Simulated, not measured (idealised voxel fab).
process module | voxel wiring stack
cross-section cut | 165 nm wide | cells 5 nm
A cross-section is a grid of square cells, given in bands from the top down. A band is one or more rows of cells.
Each band's line starts with the height of the band's top and of its bottom, in nm. Then come its materials from left to right, each with its width in nm. One material with "throughout" fills the band from edge to edge. "air" is empty space.
Height 0 is the level under which the wafer as received is all one material. The lowest band goes on downwards, as in "0 down".
A width such as "30 to 40" changes by the same amount from each row of cells to the next, from the band's top row to its bottom row.
"no change" after a step means that no cell of the cross-section changed.
closed voids: empty space of 8 cells or more with no open way to the top, each as width x height at its distance from the left edge, in nm
after a step's settings: what the simulator itself notes on the step
overlay nm, on a step with a mask: how far to the right of its planned place the mask lay; to the left if negative
plan
1 op RECEIVE | material Si
2 op CONFORMAL_DEP | material SiO2 | thk nm 10
3 op DIRECTIONAL_DEP | material TiN | thk nm 5
4 op DIRECTIONAL_DEP | material W | thk nm 25
5 op DIRECTIONAL_DEP | material aC | thk nm 10
6 op PATTERN | tone cover | mask id METAL_1 | material resist | width nm 20 | pitch nm 35 | thk nm 25 | overlay nm 0
7 op DIRECTIONAL_ETCH | etch materials aC | depth nm 10
8 op STRIP | etch materials resist
9 op DIRECTIONAL_ETCH | etch materials W | depth nm 25
10 op DIRECTIONAL_ETCH | etch materials TiN | depth nm 5
11 op STRIP | etch materials aC
12 op CONFORMAL_DEP | material SiN | thk nm 5
13 op FILL_DEP | material lowk | thk nm 10
14 op CMP | height nm 40
15 op CONFORMAL_DEP | material SiCN | thk nm 5
16 op DIRECTIONAL_DEP | material SiO2 | thk nm 15
17 op PATTERN | tone open | mask id PLUG_1 | material resist | width nm 15 | pitch nm 70 | thk nm 15 | overlay nm 0
18 op DIRECTIONAL_ETCH | etch materials SiO2 | depth nm 15
19 op DIRECTIONAL_ETCH | etch materials SiCN | depth nm 5
20 op STRIP | etch materials resist
21 op CONFORMAL_DEP | material TiN | thk nm 5
22 op FILL_DEP | material Cu | thk nm 5
23 op CMP | height nm 60
24 op DIRECTIONAL_DEP | material TiN | thk nm 5
25 op DIRECTIONAL_DEP | material Ru | thk nm 25
26 op PATTERN | tone cover | mask id METAL_2 | material resist | width nm 20 | pitch nm 35 | thk nm 20 | overlay nm 0
27 op DIRECTIONAL_ETCH | etch materials Ru | depth nm 25
28 op DIRECTIONAL_ETCH | etch materials TiN | depth nm 5
29 op STRIP | etch materials resist
30 op FILL_DEP | material SiO2 | thk nm 5
31 op CMP | height nm 90
32 op CONFORMAL_DEP | material SiN | thk nm 5
as received, after step 1
  0 down: Si throughout
  closed voids: none
a wafer at the end: this start, this plan, one mistake
  95 to 90: SiN throughout
  90 to 65: SiO2 20 | Ru 20 | SiO2 15 | Ru 20 | SiO2 15 | Ru 20 | SiO2 15 | Ru 20 | SiO2 20
  65 to 60: SiO2 20 | TiN 20 | SiO2 15 | TiN 20 | SiO2 15 | TiN 20 | SiO2 15 | TiN 20 | SiO2 20
  60 to 45: Cu 15 | TiN 5 | SiO2 15 | TiN 5 | Cu 45 | TiN 5 | SiO2 15 | TiN 5 | Cu 55
  45 to 40: TiN 20 | SiCN 15 | TiN 55 | SiCN 15 | TiN 60
  40 to 15: lowk 15 | SiN 5 | W 20 | SiN 5 | lowk 5 | SiN 5 | W 20 | SiN 5 | lowk 5 | SiN 5 | W 20 | SiN 5 | lowk 5 | SiN 5 | W 20 | SiN 5 | lowk 15
  15 to 10: SiN 20 | TiN 20 | SiN 15 | TiN 20 | SiN 15 | TiN 20 | SiN 15 | TiN 20 | SiN 20
  10 to 0: SiO2 throughout
  0 down: Si throughout
  closed voids: none
what went wrong: step 17 ran as: op PATTERN | tone cover | mask id PLUG_1 | material resist | width nm 15 | pitch nm 70 | thk nm 15 | overlay nm 0
